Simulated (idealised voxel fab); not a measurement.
The process module presented herein is designated voxel ribs on slabs.
Displayed cross-section: cut, width of 255 nm, square cells sized 5 nm.
Bands, listed from the top down, are how a cross-section gets written in this document; the cross-section itself is a grid of square cells, and a band is one or more rows of them. Top height, bottom height, nm. Materials left to right, width each, nm. Single material + "edge to edge" = fills band edge to edge. "empty" = empty. Heights are measured from 0, the level below which the as-received wafer is all one material; the lowest band has no bottom and continues downward, written as in "0 -> down". Width: "30 to 40" (first number = top row, second number = bottom row, same change from row to row of cells). "remains unaltered" for a step: no cell of the cross-section changed in that step. In "Trapped voids" the enclosed voids are listed, meaning empty spaces of 8 cells or larger without any opening to the top. The form is width x height at distance, distance from the left edge, units nm. Step line, after settings: the simulator's comment on this step. overlay nm: mask offset rightward from planned place, masked step; negative means leftward offset.
Below is the list of planned process steps
step 1: op RECEIVE | material Si
step 2: op DIRECTIONAL_DEP | material SiO2 | thk nm 25
step 3: op DIRECTIONAL_DEP | material polySi | thk nm 25
step 4: op MASKED_ETCH | tone cover | mask id RIB | width nm 20 | etch materials polySi | depth nm 5 | overlay nm 0
step 5: op DIRECTIONAL_DEP | material aC | thk nm 15
step 6: op PATTERN | tone cover | mask id SLAB | material resist | width nm 70 | thk nm 30 | overlay nm 0
step 7: op DIRECTIONAL_ETCH | etch materials aC | depth nm 15
step 8: op STRIP | etch materials resist
step 9: op DIRECTIONAL_ETCH | etch materials polySi | depth nm 20
step 10: op STRIP | etch materials aC
step 11: op FILL_DEP | material SiO2 | thk nm 15
step 12: op CMP | height nm 60
step 13: op DIRECTIONAL_DEP | material TiN | thk nm 5
step 14: op MASKED_ETCH | tone cover | mask id HEATER | width nm 30 | etch materials TiN | depth nm 5 | overlay nm 0
step 15: op CONFORMAL_DEP | material SiO2 | thk nm 10
Wafer as received: cross-section following step 1
> 0 -> down = Si edge to edge
> Trapped voids: none
End-of-module cross-section of the first of two wafers, processed as planned
> 75 -> 70 = 100 of empty | 50 of SiO2 | 105 of empty
> 70 -> 65 = SiO2 edge to edge
> 65 -> 60 = 110 of SiO2 | 30 of TiN | 115 of SiO2
> 60 -> 50 = SiO2 edge to edge
> 50 -> 45 = 115 of SiO2 | 20 of polySi | 120 of SiO2
> 45 -> 25 = 90 of SiO2 | 70 of polySi | 95 of SiO2
> 25 -> 0 = SiO2 edge to edge
> 0 -> down = Si edge to edge
> Trapped voids: none
Now the second wafer, cross-sectioned at the end of the module. Nothing different at the start, nothing different in the plan compared with the first, just one mistake when it was actually run
> 75 -> 70 = 100 of empty | 50 of SiO2 | 105 of empty
> 70 -> 65 = SiO2 edge to edge
> 65 -> 60 = 110 of SiO2 | 30 of TiN | 115 of SiO2
> 60 -> 55 = SiO2 edge to edge
> 55 -> 50 = 115 of SiO2 | 20 of polySi | 120 of SiO2
> 50 -> 30 = 90 of SiO2 | 70 of polySi | 95 of SiO2
> 30 -> 0 = SiO2 edge to edge
> 0 -> down = Si edge to edge
> Trapped voids: none
What was done differently from what was planned? step 2 did not use the planned setting and instead ran as op DIRECTIONAL_DEP | material SiO2 | thk nm 30
The concluding comparison shows that, measured in cells, each material is equally abundant on both wafers, albeit at different positions.
